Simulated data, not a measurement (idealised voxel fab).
This section sets out a process module, namely voxel gate over fins.
Xsec cut, 170 nm wide, square cell size 5 nm.
Reading order for cross-sections: top band down to bottom band. Underlying form: a grid of square cells. Band size: one or more rows of cells. What a band's entry tells you: where the top is and where the bottom is, as heights in nm, and after that what lies inside, material by material from left to right, each with its width in nm. Empty space is written as the word "blank", and a single material marked with the word "all across" occupies the band from edge to edge. For the purposes of this specification, 0 denotes the height below which the wafer in its as-received condition is composed wholly of one material, and the lowermost band, lacking a lower limit, extends downward without end, as expressed in "0 -> down". A width such as "30..40" changes by the same amount from each row of cells to the next, from the band's top row to its bottom row. Any step labelled "no change occurred" changed none of the cells in the cross-section. What "Tabulated closed voids" gives you is every empty space of 8 cells or more that is cut off from the top. Each appears as width x height at distance, with the distance taken from the left edge and width, height and distance all in nm. Formally, on a step line, whatever follows the settings is a remark that the simulator itself makes on the step. "overlay nm" denotes, for a step that has a mask, the displacement of the mask to the right of its planned place, with negative values corresponding to the left.

# So here's the lineup of process steps we planned
1: RECEIVE (material Si)
2: CONFORMAL_DEP (material SiN; thk nm 10)
3: DIRECTIONAL_DEP (material aC; thk nm 15)
4: PATTERN (tone cover; mask id FINS; material resist; width nm 15; pitch nm 35; thk nm 30; overlay nm 0)
5: DIRECTIONAL_ETCH (etch materials aC; depth nm 15)
6: STRIP (etch materials resist)
7: DIRECTIONAL_ETCH (etch materials SiN; depth nm 10)
8: DIRECTIONAL_ETCH (etch materials Si; depth nm 40)
9: STRIP (etch materials aC)
10: OXIDIZE (depth nm 5)
11: FILL_DEP (material SiO2; thk nm 15)
12: CMP (height nm 10)
13: SELECTIVE_ETCH (etch materials SiO2; depth nm 25)
14: STRIP (etch materials SiN)
15: CONFORMAL_DEP (material HfO2; thk nm 5)
16: CONFORMAL_DEP (material TiN; thk nm 5)
17: CONFORMAL_DEP (material TiAl; thk nm 5)
18: CONFORMAL_DEP (material TiN; thk nm 5)
19: FILL_DEP (material W; thk nm 15)
20: CMP (height nm 30)
21: CONFORMAL_DEP (material SiCN; thk nm 5)

# Run as planned: first of two wafers

# Wafer cross-section on receipt, i.e. after step 1
    0 -> down | Si all across
    Tabulated closed voids: none

# The wafer, seen in cross-section, after step 2
    10 -> 0 | SiN all across
    Everything under 0 stays put, no change at all.

# The wafer, seen in cross-section, after step 3
    25 -> 10 | aC all across
    Everything under 10 stays put, no change at all.

# The wafer, seen in cross-section, after step 4
    55 -> 25 | 25 of blank / 15 of resist / 20 of blank / 15 of resist / 20 of blank / 15 of resist / 20 of blank / 15 of resist / 25 of blank
    Everything under 25 stays put, no change at all.

# The wafer, seen in cross-section, after step 5
    40 -> 25 | 25 of blank / 15 of resist / 20 of blank / 15 of resist / 20 of blank / 15 of resist / 20 of blank / 15 of resist / 25 of blank
    25 -> 10 | 25 of blank / 15 of aC / 20 of blank / 15 of aC / 20 of blank / 15 of aC / 20 of blank / 15 of aC / 25 of blank
    Everything under 10 stays put, no change at all.

# The wafer, seen in cross-section, after step 6
    25 -> 10 | 25 of blank / 15 of aC / 20 of blank / 15 of aC / 20 of blank / 15 of aC / 20 of blank / 15 of aC / 25 of blank
    Everything under 10 stays put, no change at all.

# The wafer, seen in cross-section, after step 7
    25 -> 10 | 25 of blank / 15 of aC / 20 of blank / 15 of aC / 20 of blank / 15 of aC / 20 of blank / 15 of aC / 25 of blank
    10 -> 0 | 25 of blank / 15 of SiN / 20 of blank / 15 of SiN / 20 of blank / 15 of SiN / 20 of blank / 15 of SiN / 25 of blank
    Everything under 0 stays put, no change at all.

# The wafer, seen in cross-section, after step 8
    25 -> 10 | 25 of blank / 15 of aC / 20 of blank / 15 of aC / 20 of blank / 15 of aC / 20 of blank / 15 of aC / 25 of blank
    10 -> 0 | 25 of blank / 15 of SiN / 20 of blank / 15 of SiN / 20 of blank / 15 of SiN / 20 of blank / 15 of SiN / 25 of blank
    0 -> -40 | 25 of blank / 15 of Si / 20 of blank / 15 of Si / 20 of blank / 15 of Si / 20 of blank / 15 of Si / 25 of blank
    Everything under -40 stays put, no change at all.

# The wafer, seen in cross-section, after step 9
    10 -> 0 | 25 of blank / 15 of SiN / 20 of blank / 15 of SiN / 20 of blank / 15 of SiN / 20 of blank / 15 of SiN / 25 of blank
    Everything under 0 stays put, no change at all.

# The wafer, seen in cross-section, after step 10
    10 -> 0 | 25 of blank / 15 of SiN / 20 of blank / 15 of SiN / 20 of blank / 15 of SiN / 20 of blank / 15 of SiN / 25 of blank
    0 -> -40 | 25 of blank / 5 of SiO2 / 5 of Si / 5 of SiO2 / 20 of blank / 5 of SiO2 / 5 of Si / 5 of SiO2 / 20 of blank / 5 of SiO2 / 5 of Si / 5 of SiO2 / 20 of blank / 5 of SiO2 / 5 of Si / 5 of SiO2 / 25 of blank
    -40 -> -45 | 30 of SiO2 / 5 of Si / 30 of SiO2 / 5 of Si / 30 of SiO2 / 5 of Si / 30 of SiO2 / 5 of Si / 30 of SiO2
    Everything under -45 stays put, no change at all.

# The wafer, seen in cross-section, after step 11
    25 -> 10 | SiO2 all across
    10 -> 0 | 25 of SiO2 / 15 of SiN / 20 of SiO2 / 15 of SiN / 20 of SiO2 / 15 of SiN / 20 of SiO2 / 15 of SiN / 25 of SiO2
    0 -> -45 | 30 of SiO2 / 5 of Si / 30 of SiO2 / 5 of Si / 30 of SiO2 / 5 of Si / 30 of SiO2 / 5 of Si / 30 of SiO2
    Everything under -45 stays put, no change at all.

# The wafer, seen in cross-section, after step 12
    10 -> 0 | 25 of SiO2 / 15 of SiN / 20 of SiO2 / 15 of SiN / 20 of SiO2 / 15 of SiN / 20 of SiO2 / 15 of SiN / 25 of SiO2
    Everything under 0 stays put, no change at all.

# The wafer, seen in cross-section, after step 13
    10 -> 0 | 25 of blank / 15 of SiN / 20 of blank / 15 of SiN / 20 of blank / 15 of SiN / 20 of blank / 15 of SiN / 25 of blank
    0 -> -15 | 30 of blank / 5 of Si / 30 of blank / 5 of Si / 30 of blank / 5 of Si / 30 of blank / 5 of Si / 30 of blank
    Everything under -15 stays put, no change at all.

# The wafer, seen in cross-section, after step 14
    0 -> -15 | 30 of blank / 5 of Si / 30 of blank / 5 of Si / 30 of blank / 5 of Si / 30 of blank / 5 of Si / 30 of blank
    Everything under -15 stays put, no change at all.

# The wafer, seen in cross-section, after step 15
    5 -> 0 | 25 of blank / 15 of HfO2 / 20 of blank / 15 of HfO2 / 20 of blank / 15 of HfO2 / 20 of blank / 15 of HfO2 / 25 of blank
    0 -> -10 | 25 of blank / 5 of HfO2 / 5 of Si / 5 of HfO2 / 20 of blank / 5 of HfO2 / 5 of Si / 5 of HfO2 / 20 of blank / 5 of HfO2 / 5 of Si / 5 of HfO2 / 20 of blank / 5 of HfO2 / 5 of Si / 5 of HfO2 / 25 of blank
    -10 -> -15 | 30 of HfO2 / 5 of Si / 30 of HfO2 / 5 of Si / 30 of HfO2 / 5 of Si / 30 of HfO2 / 5 of Si / 30 of HfO2
    Everything under -15 stays put, no change at all.

# The wafer, seen in cross-section, after step 16
    10 -> 5 | 20 of blank / 25 of TiN / 10 of blank / 25 of TiN / 10 of blank / 25 of TiN / 10 of blank / 25 of TiN / 20 of blank
    5 -> 0 | 20 of blank / 5 of TiN / 15 of HfO2 / 5 of TiN / 10 of blank / 5 of TiN / 15 of HfO2 / 5 of TiN / 10 of blank / 5 of TiN / 15 of HfO2 / 5 of TiN / 10 of blank / 5 of TiN / 15 of HfO2 / 5 of TiN / 20 of blank
    0 -> -5 | 20 of blank / 5 of TiN / 5 of HfO2 / 5 of Si / 5 of HfO2 / 5 of TiN / 10 of blank / 5 of TiN / 5 of HfO2 / 5 of Si / 5 of HfO2 / 5 of TiN / 10 of blank / 5 of TiN / 5 of HfO2 / 5 of Si / 5 of HfO2 / 5 of TiN / 10 of blank / 5 of TiN / 5 of HfO2 / 5 of Si / 5 of HfO2 / 5 of TiN / 20 of blank
    -5 -> -10 | 25 of TiN / 5 of HfO2 / 5 of Si / 5 of HfO2 / 20 of TiN / 5 of HfO2 / 5 of Si / 5 of HfO2 / 20 of TiN / 5 of HfO2 / 5 of Si / 5 of HfO2 / 20 of TiN / 5 of HfO2 / 5 of Si / 5 of HfO2 / 25 of TiN
    Everything under -10 stays put, no change at all.

# The wafer, seen in cross-section, after step 17
    15 -> 10 | 15 of blank / 140 of TiAl / 15 of blank
    10 -> 5 | 15 of blank / 5 of TiAl / 25 of TiN / 10 of TiAl / 25 of TiN / 10 of TiAl / 25 of TiN / 10 of TiAl / 25 of TiN / 5 of TiAl / 15 of blank
    5 -> 0 | 15 of blank / 5 of TiAl / 5 of TiN / 15 of HfO2 / 5 of TiN / 10 of TiAl / 5 of TiN / 15 of HfO2 / 5 of TiN / 10 of TiAl / 5 of TiN / 15 of HfO2 / 5 of TiN / 10 of TiAl / 5 of TiN / 15 of HfO2 / 5 of TiN / 5 of TiAl / 15 of blank
    0 -> -5 | 20 of TiAl / 5 of TiN / 5 of HfO2 / 5 of Si / 5 of HfO2 / 5 of TiN / 10 of TiAl / 5 of TiN / 5 of HfO2 / 5 of Si / 5 of HfO2 / 5 of TiN / 10 of TiAl / 5 of TiN / 5 of HfO2 / 5 of Si / 5 of HfO2 / 5 of TiN / 10 of TiAl / 5 of TiN / 5 of HfO2 / 5 of Si / 5 of HfO2 / 5 of TiN / 20 of TiAl
    Everything under -5 stays put, no change at all.

# The wafer, seen in cross-section, after step 18
    20 -> 15 | 10 of blank / 150 of TiN / 10 of blank
    15 -> 10 | 10 of blank / 5 of TiN / 140 of TiAl / 5 of TiN / 10 of blank
    10 -> 5 | 10 of blank / 5 of TiN / 5 of TiAl / 25 of TiN / 10 of TiAl / 25 of TiN / 10 of TiAl / 25 of TiN / 10 of TiAl / 25 of TiN / 5 of TiAl / 5 of TiN / 10 of blank
    5 -> 0 | 15 of TiN / 5 of TiAl / 5 of TiN / 15 of HfO2 / 5 of TiN / 10 of TiAl / 5 of TiN / 15 of HfO2 / 5 of TiN / 10 of TiAl / 5 of TiN / 15 of HfO2 / 5 of TiN / 10 of TiAl / 5 of TiN / 15 of HfO2 / 5 of TiN / 5 of TiAl / 15 of TiN
    Everything under 0 stays put, no change at all.

# The wafer, seen in cross-section, after step 19
    35 -> 20 | W all across
    20 -> 15 | 10 of W / 150 of TiN / 10 of W
    15 -> 10 | 10 of W / 5 of TiN / 140 of TiAl / 5 of TiN / 10 of W
    10 -> 5 | 10 of W / 5 of TiN / 5 of TiAl / 25 of TiN / 10 of TiAl / 25 of TiN / 10 of TiAl / 25 of TiN / 10 of TiAl / 25 of TiN / 5 of TiAl / 5 of TiN / 10 of W
    Everything under 5 stays put, no change at all.

# The wafer, seen in cross-section, after step 20
    30 -> 20 | W all across
    Everything under 20 stays put, no change at all.

# The wafer, seen in cross-section, after step 21
    35 -> 30 | SiCN all across
    Everything under 30 stays put, no change at all.

# Now the other wafer: same start, same recipe, but we messed up one thing when running it. Up to and including step 3 it's the same as the first one

# Second wafer, cross-section, planned end of step 4
    55 -> 25 | 25 of blank / 20 of resist / 15 of blank / 20 of resist / 15 of blank / 20 of resist / 15 of blank / 20 of resist / 20 of blank
    Everything under 25 stays put, no change at all.

# Second wafer, cross-section, planned end of step 5
    40 -> 25 | 25 of blank / 20 of resist / 15 of blank / 20 of resist / 15 of blank / 20 of resist / 15 of blank / 20 of resist / 20 of blank
    25 -> 10 | 25 of blank / 20 of aC / 15 of blank / 20 of aC / 15 of blank / 20 of aC / 15 of blank / 20 of aC / 20 of blank
    Everything under 10 stays put, no change at all.

# Second wafer, cross-section, planned end of step 6
    25 -> 10 | 25 of blank / 20 of aC / 15 of blank / 20 of aC / 15 of blank / 20 of aC / 15 of blank / 20 of aC / 20 of blank
    Everything under 10 stays put, no change at all.

# Second wafer, cross-section, planned end of step 7
    25 -> 10 | 25 of blank / 20 of aC / 15 of blank / 20 of aC / 15 of blank / 20 of aC / 15 of blank / 20 of aC / 20 of blank
    10 -> 0 | 25 of blank / 20 of SiN / 15 of blank / 20 of SiN / 15 of blank / 20 of SiN / 15 of blank / 20 of SiN / 20 of blank
    Everything under 0 stays put, no change at all.

# Second wafer, cross-section, planned end of step 8
    25 -> 10 | 25 of blank / 20 of aC / 15 of blank / 20 of aC / 15 of blank / 20 of aC / 15 of blank / 20 of aC / 20 of blank
    10 -> 0 | 25 of blank / 20 of SiN / 15 of blank / 20 of SiN / 15 of blank / 20 of SiN / 15 of blank / 20 of SiN / 20 of blank
    0 -> -40 | 25 of blank / 20 of Si / 15 of blank / 20 of Si / 15 of blank / 20 of Si / 15 of blank / 20 of Si / 20 of blank
    Everything under -40 stays put, no change at all.

# Second wafer, cross-section, planned end of step 9
    10 -> 0 | 25 of blank / 20 of SiN / 15 of blank / 20 of SiN / 15 of blank / 20 of SiN / 15 of blank / 20 of SiN / 20 of blank
    Everything under 0 stays put, no change at all.

# Second wafer, cross-section, planned end of step 10
    10 -> 0 | 25 of blank / 20 of SiN / 15 of blank / 20 of SiN / 15 of blank / 20 of SiN / 15 of blank / 20 of SiN / 20 of blank
    0 -> -40 | 25 of blank / 5 of SiO2 / 10 of Si / 5 of SiO2 / 15 of blank / 5 of SiO2 / 10 of Si / 5 of SiO2 / 15 of blank / 5 of SiO2 / 10 of Si / 5 of SiO2 / 15 of blank / 5 of SiO2 / 10 of Si / 5 of SiO2 / 20 of blank
    -40 -> -45 | 30 of SiO2 / 10 of Si / 25 of SiO2 / 10 of Si / 25 of SiO2 / 10 of Si / 25 of SiO2 / 10 of Si / 25 of SiO2
    Everything under -45 stays put, no change at all.

# Second wafer, cross-section, planned end of step 11
    25 -> 10 | SiO2 all across
    10 -> 0 | 25 of SiO2 / 20 of SiN / 15 of SiO2 / 20 of SiN / 15 of SiO2 / 20 of SiN / 15 of SiO2 / 20 of SiN / 20 of SiO2
    0 -> -45 | 30 of SiO2 / 10 of Si / 25 of SiO2 / 10 of Si / 25 of SiO2 / 10 of Si / 25 of SiO2 / 10 of Si / 25 of SiO2
    Everything under -45 stays put, no change at all.

# Second wafer, cross-section, planned end of step 12
    10 -> 0 | 25 of SiO2 / 20 of SiN / 15 of SiO2 / 20 of SiN / 15 of SiO2 / 20 of SiN / 15 of SiO2 / 20 of SiN / 20 of SiO2
    Everything under 0 stays put, no change at all.

# Second wafer, cross-section, planned end of step 13
    10 -> 0 | 25 of blank / 20 of SiN / 15 of blank / 20 of SiN / 15 of blank / 20 of SiN / 15 of blank / 20 of SiN / 20 of blank
    0 -> -15 | 30 of blank / 10 of Si / 25 of blank / 10 of Si / 25 of blank / 10 of Si / 25 of blank / 10 of Si / 25 of blank
    Everything under -15 stays put, no change at all.

# Second wafer, cross-section, planned end of step 14
    0 -> -15 | 30 of blank / 10 of Si / 25 of blank / 10 of Si / 25 of blank / 10 of Si / 25 of blank / 10 of Si / 25 of blank
    Everything under -15 stays put, no change at all.

# Second wafer, cross-section, planned end of step 15
    5 -> 0 | 25 of blank / 20 of HfO2 / 15 of blank / 20 of HfO2 / 15 of blank / 20 of HfO2 / 15 of blank / 20 of HfO2 / 20 of blank
    0 -> -10 | 25 of blank / 5 of HfO2 / 10 of Si / 5 of HfO2 / 15 of blank / 5 of HfO2 / 10 of Si / 5 of HfO2 / 15 of blank / 5 of HfO2 / 10 of Si / 5 of HfO2 / 15 of blank / 5 of HfO2 / 10 of Si / 5 of HfO2 / 20 of blank
    -10 -> -15 | 30 of HfO2 / 10 of Si / 25 of HfO2 / 10 of Si / 25 of HfO2 / 10 of Si / 25 of HfO2 / 10 of Si / 25 of HfO2
    Everything under -15 stays put, no change at all.

# Second wafer, cross-section, planned end of step 16
    10 -> 5 | 20 of blank / 30 of TiN / 5 of blank / 30 of TiN / 5 of blank / 30 of TiN / 5 of blank / 30 of TiN / 15 of blank
    5 -> 0 | 20 of blank / 5 of TiN / 20 of HfO2 / 5 of TiN / 5 of blank / 5 of TiN / 20 of HfO2 / 5 of TiN / 5 of blank / 5 of TiN / 20 of HfO2 / 5 of TiN / 5 of blank / 5 of TiN / 20 of HfO2 / 5 of TiN / 15 of blank
    0 -> -5 | 20 of blank / 5 of TiN / 5 of HfO2 / 10 of Si / 5 of HfO2 / 5 of TiN / 5 of blank / 5 of TiN / 5 of HfO2 / 10 of Si / 5 of HfO2 / 5 of TiN / 5 of blank / 5 of TiN / 5 of HfO2 / 10 of Si / 5 of HfO2 / 5 of TiN / 5 of blank / 5 of TiN / 5 of HfO2 / 10 of Si / 5 of HfO2 / 5 of TiN / 15 of blank
    -5 -> -10 | 25 of TiN / 5 of HfO2 / 10 of Si / 5 of HfO2 / 15 of TiN / 5 of HfO2 / 10 of Si / 5 of HfO2 / 15 of TiN / 5 of HfO2 / 10 of Si / 5 of HfO2 / 15 of TiN / 5 of HfO2 / 10 of Si / 5 of HfO2 / 20 of TiN
    Everything under -10 stays put, no change at all.

# Second wafer, cross-section, planned end of step 17
    15 -> 10 | 15 of blank / 145 of TiAl / 10 of blank
    10 -> 5 | 15 of blank / 5 of TiAl / 30 of TiN / 5 of TiAl / 30 of TiN / 5 of TiAl / 30 of TiN / 5 of TiAl / 30 of TiN / 5 of TiAl / 10 of blank
    5 -> 0 | 15 of blank / 5 of TiAl / 5 of TiN / 20 of HfO2 / 5 of TiN / 5 of TiAl / 5 of TiN / 20 of HfO2 / 5 of TiN / 5 of TiAl / 5 of TiN / 20 of HfO2 / 5 of TiN / 5 of TiAl / 5 of TiN / 20 of HfO2 / 5 of TiN / 5 of TiAl / 10 of blank
    0 -> -5 | 20 of TiAl / 5 of TiN / 5 of HfO2 / 10 of Si / 5 of HfO2 / 5 of TiN / 5 of TiAl / 5 of TiN / 5 of HfO2 / 10 of Si / 5 of HfO2 / 5 of TiN / 5 of TiAl / 5 of TiN / 5 of HfO2 / 10 of Si / 5 of HfO2 / 5 of TiN / 5 of TiAl / 5 of TiN / 5 of HfO2 / 10 of Si / 5 of HfO2 / 5 of TiN / 15 of TiAl
    Everything under -5 stays put, no change at all.

# Second wafer, cross-section, planned end of step 18
    20 -> 15 | 10 of blank / 155 of TiN / 5 of blank
    15 -> 10 | 10 of blank / 5 of TiN / 145 of TiAl / 5 of TiN / 5 of blank
    10 -> 5 | 10 of blank / 5 of TiN / 5 of TiAl / 30 of TiN / 5 of TiAl / 30 of TiN / 5 of TiAl / 30 of TiN / 5 of TiAl / 30 of TiN / 5 of TiAl / 5 of TiN / 5 of blank
    5 -> 0 | 15 of TiN / 5 of TiAl / 5 of TiN / 20 of HfO2 / 5 of TiN / 5 of TiAl / 5 of TiN / 20 of HfO2 / 5 of TiN / 5 of TiAl / 5 of TiN / 20 of HfO2 / 5 of TiN / 5 of TiAl / 5 of TiN / 20 of HfO2 / 5 of TiN / 5 of TiAl / 10 of TiN
    Everything under 0 stays put, no change at all.

# Second wafer, cross-section, planned end of step 19
    35 -> 20 | W all across
    20 -> 15 | 10 of W / 155 of TiN / 5 of W
    15 -> 10 | 10 of W / 5 of TiN / 145 of TiAl / 5 of TiN / 5 of W
    10 -> 5 | 10 of W / 5 of TiN / 5 of TiAl / 30 of TiN / 5 of TiAl / 30 of TiN / 5 of TiAl / 30 of TiN / 5 of TiAl / 30 of TiN / 5 of TiAl / 5 of TiN / 5 of W
    Everything under 5 stays put, no change at all.

# Second wafer, cross-section, planned end of step 20
    30 -> 20 | W all across
    Everything under 20 stays put, no change at all.

# Second wafer, cross-section, planned end of step 21
    35 -> 30 | SiCN all across
    Everything under 30 stays put, no change at all.
Processing error: step 4 was not run as planned; what actually ran was PATTERN (tone cover; mask id FINS; material resist; width nm 20; pitch nm 35; thk nm 30; overlay nm 0)
Upon completion, the second wafer contains, in terms of cells, a greater or smaller amount of certain materials than the first wafer: Si: 36 more, SiO2: 24 fewer, TiAl: 9 fewer, W: 3 fewer
